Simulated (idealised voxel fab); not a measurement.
This section sets out a process module, namely voxel capacitor over wiring.
The figure presents cross-section cut, which has a width of 180 nm and is divided into square cells with an edge length of 5 nm.
How to read a cross-section here: the picture is a grid of square cells, written as bands going from the top down, and any band can span one or more rows of cells.
Basically the band line says how high the top is and how high the bottom is, in nm, and then what's in it from left to right, every material with its width in nm. Empty space shows up as "empty", and if a single material carries "all across" it runs the full band edge to edge.
Convention: height 0 is the level below which the wafer, as received, is all one material. The lowest band does not terminate at the bottom but continues downward, represented as "0 nm and below".
With a width like "30->40", each row of cells in the band differs from the next by the same amount, the top row carrying the first number and the bottom row the second.
Step marked "no modifications"? Then no cell in the cross-section changed in it.
"Closed cavities": sealed empty spaces, 8 cells or more, no open way to top, listed width x height at distance, with distance from the left edge and width, height and distance in nm.
Whatever follows a step's settings on its line is a remark the simulator itself makes about that step.
overlay nm: how far to the right of its planned place the mask lay on this masked step (negative: to the left).

### The steps planned for the process are as follows
1: RECEIVE: material Si
2: CONFORMAL_DEP: material SiO2, thk nm 15
3: DIRECTIONAL_DEP: material TiN, thk nm 5
4: DIRECTIONAL_DEP: material W, thk nm 20
5: MASKED_ETCH: tone cover, mask id METAL_1, width nm 20, pitch nm 75, etch materials W, depth nm 20, overlay nm 0
6: MASKED_ETCH: tone cover, mask id METAL_1, width nm 20, pitch nm 75, etch materials TiN, depth nm 5, overlay nm 0
7: CONFORMAL_DEP: material SiCN, thk nm 5
8: FILL_DEP: material SiO2, thk nm 10
9: CMP: height nm 40
10: CONFORMAL_DEP: material SiCN, thk nm 5
11: DIRECTIONAL_DEP: material lowk, thk nm 20
12: DIRECTIONAL_DEP: material aC, thk nm 10
13: PATTERN: tone open, mask id PLUG_1, material resist, width nm 15, thk nm 25, overlay nm 0
14: DIRECTIONAL_ETCH: etch materials aC, depth nm 10
15: STRIP: etch materials resist
16: DIRECTIONAL_ETCH: etch materials lowk, depth nm 20
17: DIRECTIONAL_ETCH: etch materials SiCN, depth nm 5
18: STRIP: etch materials aC
19: CONFORMAL_DEP: material TiN, thk nm 5
20: FILL_DEP: material Ru, thk nm 5
21: CMP: height nm 65
22: DIRECTIONAL_DEP: material TiN, thk nm 5
23: DIRECTIONAL_DEP: material HfO2, thk nm 5
24: DIRECTIONAL_DEP: material TiN, thk nm 5
25: MASKED_ETCH: tone cover, mask id UPPER_PLATE, width nm 60, etch materials TiN, depth nm 5, overlay nm 0
26: MASKED_ETCH: tone cover, mask id UPPER_PLATE, width nm 60, etch materials HfO2, depth nm 5, overlay nm 0
27: MASKED_ETCH: tone cover, mask id LOWER_PLATE, width nm 70, etch materials TiN, depth nm 5, overlay nm 0
28: FILL_DEP: material SiO2, thk nm 20
29: CMP: height nm 95
30: PATTERN: tone open, mask id PLUG_2, material resist, width nm 15, thk nm 20, overlay nm 0
31: DIRECTIONAL_ETCH: etch materials SiO2, depth nm 15
32: STRIP: etch materials resist
33: CONFORMAL_DEP: material TiN, thk nm 5
34: FILL_DEP: material Ru, thk nm 10
35: CMP: height nm 95
36: CONFORMAL_DEP: material SiN, thk nm 5

### Shown in cross-section is the wafer as received, that is, as it stands after step 1
- 0 nm and below | Si all across
- Closed cavities: none

### Below is the wafer in cross-section after the module was completed. It began from the starting point shown above and followed the plan shown above, except that one mistake was made while running it
- 115 nm to 110 nm | SiN all across
- 110 nm to 100 nm | Ru all across
- 100 nm to 95 nm | 60 TiN  5 Ru  115 TiN
- 95 nm to 85 nm | 55 SiO2  5 TiN  5 Ru  5 TiN  110 SiO2
- 85 nm to 75 nm | 55->45 SiO2  15->60 TiN  110->75 SiO2
- 75 nm to 70 nm | 45 SiO2  60 HfO2  75 SiO2
- 70 nm to 65 nm | 40 SiO2  70 TiN  70 SiO2
- 65 nm to 45 nm | 45 lowk  5 TiN  5 Ru  5 TiN  120 lowk
- 45 nm to 40 nm | 45 SiCN  15 TiN  120 SiCN
- 40 nm to 20 nm | 35 SiO2  5 SiCN  20 W  5 SiCN  45 SiO2  5 SiCN  20 W  5 SiCN  40 SiO2
- 20 nm to 15 nm | 40 SiCN  20 TiN  55 SiCN  20 TiN  45 SiCN
- 15 nm to 0 nm | SiO2 all across
- 0 nm and below | Si all across
- Closed cavities: none
So what did we get wrong on this run? step 35 of the plan did not run at all; it was left out
